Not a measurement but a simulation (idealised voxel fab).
process module | voxel released beams
cross-section cut | 275 nm wide | cells 5 nm
A cross-section is a grid of square cells, given in bands from the top down. A band is one or more rows of cells.
Each band's line starts with the height of the band's top and of its bottom, in nm. Then come its materials from left to right, each with its width in nm. One material with "throughout" fills the band from edge to edge. "air" is empty space.
Height 0 is the level under which the wafer as received is all one material. The lowest band goes on downwards, as in "0 down".
A width such as "30 to 40" changes by the same amount from each row of cells to the next, from the band's top row to its bottom row.
"no change" after a step means that no cell of the cross-section changed.
closed voids: empty space of 8 cells or more with no open way to the top, each as width x height at its distance from the left edge, in nm
after a step's settings: what the simulator itself notes on the step
overlay nm, on a step with a mask: how far to the right of its planned place the mask lay; to the left if negative
plan
1 op RECEIVE | material Si
2 op CONFORMAL_DEP | material Al2O3 | thk nm 10
3 op DIRECTIONAL_DEP | material SiO2 | thk nm 15
4 op MASKED_ETCH | tone open | mask id ANCHOR | width nm 25 | etch materials SiO2 | depth nm 15 | overlay nm 0
5 op CONFORMAL_DEP | material SiN | thk nm 10
6 op MASKED_ETCH | tone cover | mask id BEAM | width nm 105 | etch materials SiN | depth nm 10 | overlay nm 0
7 op STRIP | etch materials SiO2
as received, after step 1
  0 down: Si throughout
  closed voids: none
a wafer at the end: this start, this plan, one mistake
  35 to 25: Al2O3 95 | air 5 | Al2O3 175
  25 to 20: SiO2 85 | Al2O3 10 | air 5 | Al2O3 10 | SiO2 165
  20 to 10: SiO2 85 | Al2O3 25 | SiO2 165
  10 to 0: Al2O3 throughout
  0 down: Si throughout
  closed voids: none
what went wrong: step 5 ran as: op CONFORMAL_DEP | material Al2O3 | thk nm 10
